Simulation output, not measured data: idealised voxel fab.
The process module presented herein is designated voxel capacitor over wiring.
The cross-section on display is named cut; it measures 200 nm wide, and its cells are 5 nm squares.
The cross-sections in this document take the form of a grid made of square cells. They are written out as bands, in order from top to bottom. Each band consists of one or more rows of cells.
In this notation a band is specified by the heights of its top and bottom, in that order and in nm, after which its materials appear from left to right, each paired with its width in nm. The word "everywhere" attached to a single material means that material fills the band from edge to edge; the word "empty" stands for empty space.
Below 0: as-received wafer, all one material; heights counted from there. Lowest band: no bottom, goes on down, written "0 nm and below".
Read "30->40" as a graded width: first number on top, second number at the bottom, same change between each pair of neighbouring rows.
Basically "left unchanged" means that step didn't change any cell in the cross-section.
"Closed void roster" enumerates empty spaces isolated from the top, with no open way to it, that contain at least 8 cells, giving each as width x height at distance from the left edge, all three in nm.
Text after the settings on a step's line: the simulator's own remark on that step.
overlay nm: how far to the right of its planned place the mask lay on this masked step (negative: to the left).
-- Planned process steps
1 RECEIVE: material Si
2 CONFORMAL_DEP: material SiO2, thk nm 15
3 DIRECTIONAL_DEP: material TiN, thk nm 5
4 DIRECTIONAL_DEP: material Ru, thk nm 20
5 DIRECTIONAL_DEP: material aC, thk nm 10
6 PATTERN: tone cover, mask id METAL_1, material resist, width nm 30, pitch nm 100, thk nm 25, overlay nm 0
7 DIRECTIONAL_ETCH: etch materials aC, depth nm 10
8 STRIP: etch materials resist
9 DIRECTIONAL_ETCH: etch materials Ru, depth nm 20
10 DIRECTIONAL_ETCH: etch materials TiN, depth nm 5
11 STRIP: etch materials aC
12 FILL_DEP: material lowk, thk nm 10
13 CMP: height nm 40
14 CONFORMAL_DEP: material SiCN, thk nm 5
15 DIRECTIONAL_DEP: material lowk, thk nm 15
16 DIRECTIONAL_DEP: material aC, thk nm 15
17 PATTERN: tone open, mask id PLUG_1, material resist, width nm 15, thk nm 35, overlay nm 0
18 DIRECTIONAL_ETCH: etch materials aC, depth nm 15
19 STRIP: etch materials resist
20 DIRECTIONAL_ETCH: etch materials lowk, depth nm 15
21 DIRECTIONAL_ETCH: etch materials SiCN, depth nm 5
22 STRIP: etch materials aC
23 EPI: material Ru, thk nm 10
24 EPI: material Ru, thk nm 10
25 DIRECTIONAL_DEP: material TiN, thk nm 10
26 DIRECTIONAL_DEP: material Al2O3, thk nm 5
27 DIRECTIONAL_DEP: material TiN, thk nm 5
28 PATTERN: tone cover, mask id UPPER_PLATE, material resist, width nm 75, thk nm 15, overlay nm 0
29 DIRECTIONAL_ETCH: etch materials TiN, depth nm 5
30 DIRECTIONAL_ETCH: etch materials Al2O3, depth nm 5
31 STRIP: etch materials resist
32 DIRECTIONAL_DEP: material aC, thk nm 10
33 PATTERN: tone cover, mask id LOWER_PLATE, material resist, width nm 85, thk nm 25, overlay nm 0
34 DIRECTIONAL_ETCH: etch materials aC, depth nm 10
35 STRIP: etch materials resist
36 DIRECTIONAL_ETCH: etch materials TiN, depth nm 10
37 STRIP: etch materials aC
38 FILL_DEP: material SiO2, thk nm 15
39 CMP: height nm 90
40 DIRECTIONAL_DEP: material aC, thk nm 15
41 PATTERN: tone open, mask id PLUG_2, material resist, width nm 15, thk nm 30, overlay nm 0
42 DIRECTIONAL_ETCH: etch materials aC, depth nm 15
43 STRIP: etch materials resist
44 DIRECTIONAL_ETCH: etch materials SiO2, depth nm 10
45 STRIP: etch materials aC
46 CONFORMAL_DEP: material TiN, thk nm 5
47 FILL_DEP: material Ru, thk nm 10
48 CMP: height nm 90
49 CONFORMAL_DEP: material SiCN, thk nm 5
-- Wafer cross-section on receipt, i.e. after step 1
    0 nm and below = Si everywhere
    Closed void roster: none
-- Starting structure and process plan are as shown above, but one mistake was made in running the module; the wafer cross-section at the end of the module follows
    95 nm to 90 nm = SiCN everywhere
    90 nm to 80 nm = 60->50 SiO2 / 15->25 TiN / 125 SiO2
    80 nm to 75 nm = 50 SiO2 / 20 Al2O3 / 55 TiN / 75 SiO2
    75 nm to 70 nm = 45 SiO2 / 25 TiN / 55 Al2O3 / 75 SiO2
    70 nm to 65 nm = 45 SiO2 / 85 TiN / 70 SiO2
    65 nm to 60 nm = 45 SiO2 / 25 Ru / 60 TiN / 70 SiO2
    60 nm to 45 nm = 50 lowk / 15 Ru / 135 lowk
    45 nm to 40 nm = Ru everywhere
    40 nm to 20 nm = 35 lowk / 30 Ru / 70 lowk / 30 Ru / 35 lowk
    20 nm to 15 nm = 35 lowk / 30 TiN / 70 lowk / 30 TiN / 35 lowk
    15 nm to 0 nm = SiO2 everywhere
    0 nm and below = Si everywhere
    Closed void roster: none
What broke from the plan during processing? step 14 was run on a setting that differed from the plan, and what really ran there is CONFORMAL_DEP: material Ru, thk nm 5
